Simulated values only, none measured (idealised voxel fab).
process module | voxel transistor to metal
cross-section cut | 165 nm wide | cells 5 nm
A cross-section is a grid of square cells, given in bands from the top down. A band is one or more rows of cells.
Each band's line starts with the height of the band's top and of its bottom, in nm. Then come its materials from left to right, each with its width in nm. One material with "throughout" fills the band from edge to edge. "air" is empty space.
Height 0 is the level under which the wafer as received is all one material. The lowest band goes on downwards, as in "0 down".
A width such as "30 to 40" changes by the same amount from each row of cells to the next, from the band's top row to its bottom row.
"no change" after a step means that no cell of the cross-section changed.
closed voids: empty space of 8 cells or more with no open way to the top, each as width x height at its distance from the left edge, in nm
after a step's settings: what the simulator itself notes on the step
overlay nm, on a step with a mask: how far to the right of its planned place the mask lay; to the left if negative
plan
1 op RECEIVE | material Si
2 op CONFORMAL_DEP | material SiO2 | thk nm 5
3 op CONFORMAL_DEP | material SiN | thk nm 15
4 op MASKED_ETCH | tone cover | mask id ACTIVE | width nm 115 | etch materials SiN | depth nm 15 | overlay nm 0
5 op MASKED_ETCH | tone cover | mask id ACTIVE | width nm 115 | etch materials SiO2 | depth nm 5 | overlay nm 0
6 op MASKED_ETCH | tone cover | mask id ACTIVE | width nm 115 | etch materials Si | depth nm 20 | overlay nm 0
7 op FILL_DEP | material SiO2 | thk nm 15
8 op CMP | height nm 20
9 op SELECTIVE_ETCH | etch materials SiO2 | depth nm 5
10 op STRIP | etch materials SiN
11 op SELECTIVE_ETCH | etch materials SiO2 | depth nm 5
12 op OXIDIZE | depth nm 5
13 op DIRECTIONAL_DEP | material polySi | thk nm 25
14 op DIRECTIONAL_DEP | material SiCN | thk nm 10
15 op MASKED_ETCH | tone cover | mask id GATE | width nm 15 | etch materials SiCN | depth nm 20 | overlay nm 0
16 op MASKED_ETCH | tone cover | mask id GATE | width nm 15 | etch materials polySi | depth nm 35 | overlay nm 0
17 op CONFORMAL_DEP | material SiO2 | thk nm 5
18 op DIRECTIONAL_ETCH | etch materials SiO2 | depth nm 5
19 op CONFORMAL_DEP | material SiN | thk nm 10
20 op DIRECTIONAL_ETCH | etch materials SiN | depth nm 10
21 op DIRECTIONAL_ETCH | etch materials SiO2 | depth nm 5
22 op DIRECTIONAL_ETCH | etch materials Si | depth nm 5
23 op EPI | material nSi | thk nm 10
24 op FILL_DEP | material SiO2 | thk nm 10
25 op CMP | height nm 35
26 op DIRECTIONAL_DEP | material SiO2 | thk nm 15
27 op PATTERN | tone open | mask id CONTACT | material resist | width nm 20 | pitch nm 75 | thk nm 20 | overlay nm 0
28 op DIRECTIONAL_ETCH | etch materials SiO2 | depth nm 50
29 op STRIP | etch materials resist
30 op CONFORMAL_DEP | material TiN | thk nm 5
31 op FILL_DEP | material Ru | thk nm 10
32 op CMP | height nm 50
33 op CONFORMAL_DEP | material SiN | thk nm 5
34 op DIRECTIONAL_DEP | material lowk | thk nm 15
35 op PATTERN | tone open | mask id METAL_1 | material resist | width nm 20 | pitch nm 75 | thk nm 15 | overlay nm 0
36 op DIRECTIONAL_ETCH | etch materials lowk | depth nm 15
37 op DIRECTIONAL_ETCH | etch materials SiN | depth nm 5
38 op STRIP | etch materials resist
39 op CONFORMAL_DEP | material TiN | thk nm 5
40 op FILL_DEP | material Ru | thk nm 5
41 op CMP | height nm 70
42 op CONFORMAL_DEP | material SiCN | thk nm 5
43 op DIRECTIONAL_DEP | material lowk | thk nm 25
44 op MASKED_ETCH | tone open | mask id METAL_2_HOLES | width nm 15 | pitch nm 75 | etch materials lowk | depth nm 25 | overlay nm 0
45 op DIRECTIONAL_DEP | material aC | thk nm 10
46 op PATTERN | tone open | mask id METAL_2 | material resist | width nm 20 | pitch nm 75 | thk nm 25 | overlay nm 0
47 op DIRECTIONAL_ETCH | etch materials aC | depth nm 10
48 op STRIP | etch materials resist
49 op DIRECTIONAL_ETCH | etch materials lowk | depth nm 15
50 op DIRECTIONAL_ETCH | etch materials SiCN | depth nm 5
51 op STRIP | etch materials aC
52 op CONFORMAL_DEP | material TiN | thk nm 5
53 op FILL_DEP | material Ru | thk nm 10
54 op CMP | height nm 100
55 op CONFORMAL_DEP | material SiCN | thk nm 5
as received, after step 1
  0 down: Si throughout
  closed voids: none
first wafer at the end, as planned
  105 to 100: SiCN throughout
  100 to 90: lowk 35 | TiN 5 | Ru 10 | TiN 5 | lowk 55 | TiN 5 | Ru 10 | TiN 5 | lowk 35
  90 to 85: lowk 35 | TiN 5 | Ru 5 | TiN 10 | lowk 55 | TiN 5 | Ru 5 | TiN 10 | lowk 35
  85 to 75: lowk 35 | TiN 5 | Ru 5 | TiN 5 | lowk 60 | TiN 5 | Ru 5 | TiN 5 | lowk 40
  75 to 70: SiCN 35 | TiN 15 | SiCN 60 | TiN 15 | SiCN 40
  70 to 55: lowk 35 | TiN 5 | Ru 10 | TiN 5 | lowk 55 | TiN 5 | Ru 10 | TiN 5 | lowk 35
  55 to 50: SiN 35 | TiN 20 | SiN 55 | TiN 20 | SiN 35
  50 to 35: SiO2 35 | TiN 5 | Ru 10 | TiN 5 | SiO2 55 | TiN 5 | Ru 10 | TiN 5 | SiO2 35
  35 to 25: SiO2 35 | TiN 5 | Ru 10 | TiN 5 | SiO2 5 | SiN 10 | SiO2 5 | SiCN 15 | SiO2 5 | SiN 10 | SiO2 5 | TiN 5 | Ru 10 | TiN 5 | SiO2 35
  25 to 10: SiO2 35 | TiN 5 | Ru 10 | TiN 5 | SiO2 5 | SiN 10 | SiO2 5 | polySi 15 | SiO2 5 | SiN 10 | SiO2 5 | TiN 5 | Ru 10 | TiN 5 | SiO2 35
  10 to 5: SiO2 25 | SiN 10 | TiN 20 | SiO2 5 | SiN 10 | SiO2 5 | polySi 15 | SiO2 5 | SiN 10 | SiO2 5 | TiN 20 | SiN 10 | SiO2 25
  5 to 0: SiO2 25 | SiN 10 | nSi 10 | TiN 5 | nSi 10 | SiN 10 | SiO2 5 | polySi 15 | SiO2 5 | SiN 10 | nSi 10 | TiN 5 | nSi 10 | SiN 10 | SiO2 25
  0 to -5: SiO2 35 | nSi 25 | SiO2 45 | nSi 25 | SiO2 35
  -5 to -10: SiO2 25 | Si 10 | nSi 25 | Si 45 | nSi 25 | Si 10 | SiO2 25
  -10 to -20: SiO2 25 | Si 115 | SiO2 25
  -20 down: Si throughout
  closed voids: none
second wafer at the end: like start, like plan, one mistake
  105 to 100: SiCN throughout
  100 to 90: lowk 40 | Ru 10 | lowk 65 | Ru 10 | lowk 40
  90 to 75: lowk 40 | Ru 5 | lowk 70 | Ru 5 | lowk 45
  75 to 70: SiCN 35 | lowk 15 | SiCN 60 | lowk 15 | SiCN 40
  70 to 55: lowk 35 | TiN 5 | Ru 10 | TiN 5 | lowk 55 | TiN 5 | Ru 10 | TiN 5 | lowk 35
  55 to 50: SiN 35 | TiN 20 | SiN 55 | TiN 20 | SiN 35
  50 to 35: SiO2 35 | TiN 5 | Ru 10 | TiN 5 | SiO2 55 | TiN 5 | Ru 10 | TiN 5 | SiO2 35
  35 to 25: SiO2 35 | TiN 5 | Ru 10 | TiN 5 | SiO2 5 | SiN 10 | SiO2 5 | SiCN 15 | SiO2 5 | SiN 10 | SiO2 5 | TiN 5 | Ru 10 | TiN 5 | SiO2 35
  25 to 10: SiO2 35 | TiN 5 | Ru 10 | TiN 5 | SiO2 5 | SiN 10 | SiO2 5 | polySi 15 | SiO2 5 | SiN 10 | SiO2 5 | TiN 5 | Ru 10 | TiN 5 | SiO2 35
  10 to 5: SiO2 25 | SiN 10 | TiN 20 | SiO2 5 | SiN 10 | SiO2 5 | polySi 15 | SiO2 5 | SiN 10 | SiO2 5 | TiN 20 | SiN 10 | SiO2 25
  5 to 0: SiO2 25 | SiN 10 | nSi 10 | TiN 5 | nSi 10 | SiN 10 | SiO2 5 | polySi 15 | SiO2 5 | SiN 10 | nSi 10 | TiN 5 | nSi 10 | SiN 10 | SiO2 25
  0 to -5: SiO2 35 | nSi 25 | SiO2 45 | nSi 25 | SiO2 35
  -5 to -10: SiO2 25 | Si 10 | nSi 25 | Si 45 | nSi 25 | Si 10 | SiO2 25
  -10 to -20: SiO2 25 | Si 115 | SiO2 25
  -20 down: Si throughout
  closed voids: none
what went wrong: step 52 ran as: op CONFORMAL_DEP | material lowk | thk nm 5
at the end the second wafer has, in cells: 28 fewer of TiN | 28 more of lowk
